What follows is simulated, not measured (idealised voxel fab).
A process module follows: voxel local oxidation.
In the cross-section labelled cut, the width is 205 nm and each square cell is 5 nm.
How to read a cross-section here: the picture is a grid of square cells, written as bands going from the top down, and any band can span one or more rows of cells.
The band entry comprises the height of the band's top followed by the height of its bottom, expressed in nm, and subsequently the band's materials from left to right, each stated together with its width in nm. Where a single material is marked with the word "all across", that material fills the band from edge to edge. The word "air" represents empty space.
Heights are reckoned from 0. Under this level, the received wafer is all of one material. The bottommost band is open-ended downward, for example "top 0, no bottom".
The width entry "30..40" should be interpreted row by row: the top row of cells in the band takes the first number, the bottom row takes the second number, and the change between adjacent rows is uniform throughout.
Where a step carries "remains unaltered", the cross-section came out of it unchanged, cell for cell.
In the "Catalogued sealed voids" entry, you get each enclosed empty space of 8 cells or more, one with no open way to the top, written width x height at distance, distance from the left edge, in nm.
Step line, after settings: the simulator's comment on this step.
overlay nm: where the mask lay relative to plan, measured to the right, on steps with a mask; negatives go left.

-- Process steps (planned)
1. RECEIVE (material Si)
2. OXIDIZE (depth nm 5)
3. CONFORMAL_DEP (material SiN; thk nm 15)
4. DIRECTIONAL_DEP (material aC; thk nm 15)
5. PATTERN (tone cover; mask id ACTIVE; material resist; width nm 130; thk nm 35; overlay nm 0)
6. DIRECTIONAL_ETCH (etch materials aC; depth nm 15)
7. STRIP (etch materials resist)
8. DIRECTIONAL_ETCH (etch materials SiN; depth nm 15)
9. STRIP (etch materials aC)
10. SELECTIVE_ETCH (etch materials SiO2; depth nm 5)
11. OXIDIZE (depth nm 15)
12. STRIP (etch materials SiN)

-- First wafer of two (run as planned)

-- Incoming wafer in cross-section (state: after step 1)
> top 0, no bottom | Si all across
> Catalogued sealed voids: none

-- Cross-section: wafer state after step 2
> top 0, bottom -5 | SiO2 all across
> Below a height of -5, the structure has not been altered.

-- Cross-section: wafer state after step 3
> top 15, bottom 0 | SiN all across
> Below a height of 0, the structure has not been altered.

-- Cross-section: wafer state after step 4
> top 30, bottom 15 | aC all across
> Below a height of 15, the structure has not been altered.

-- Cross-section: wafer state after step 5
> top 65, bottom 30 | air 35; resist 130; air 40
> Below a height of 30, the structure has not been altered.

-- Cross-section: wafer state after step 6
> top 50, bottom 30 | air 35; resist 130; air 40
> top 30, bottom 15 | air 35; aC 130; air 40
> Below a height of 15, the structure has not been altered.

-- Cross-section: wafer state after step 7
> top 30, bottom 15 | air 35; aC 130; air 40
> Below a height of 15, the structure has not been altered.

-- Cross-section: wafer state after step 8
> top 30, bottom 15 | air 35; aC 130; air 40
> top 15, bottom 0 | air 35; SiN 130; air 40
> Below a height of 0, the structure has not been altered.

-- Cross-section: wafer state after step 9
> top 15, bottom 0 | air 35; SiN 130; air 40
> Below a height of 0, the structure has not been altered.

-- Cross-section: wafer state after step 10
> top 15, bottom 0 | air 35; SiN 130; air 40
> top 0, bottom -5 | air 40; SiO2 120; air 45
> Below a height of -5, the structure has not been altered.

-- Cross-section: wafer state after step 11
> top 15, bottom 0 | air 35; SiN 130; air 40
> top 0, bottom -5 | air 40; SiO2 120; air 45
> top -5, bottom -20 | SiO2 55; Si 90; SiO2 60
> Below a height of -20, the structure has not been altered.

-- Cross-section: wafer state after step 12
> top 0, bottom -5 | air 40; SiO2 120; air 45
> Below a height of -5, the structure has not been altered.

-- Second of two: same start, same plan, one run error; steps up to and including 10 match the first

-- Cross-section of the second wafer corresponding to the planned conclusion of step 11
> top 15, bottom 0 | air 35; SiN 130; air 40
> top 0, bottom -5 | air 40; SiO2 120; air 45
> top -5, bottom -30 | SiO2 65; Si 70; SiO2 70
> Below a height of -30, the structure has not been altered.

-- Cross-section of the second wafer corresponding to the planned conclusion of step 12
> top 0, bottom -5 | air 40; SiO2 120; air 45
> Below a height of -5, the structure has not been altered.
What broke from the plan during processing? the process deviated at step 11: the operation and settings actually run there were OXIDIZE (depth nm 25)
Looking at both finished wafers in cells, the second ends up ahead of or behind the first on some materials: Si -66, SiO2 +66
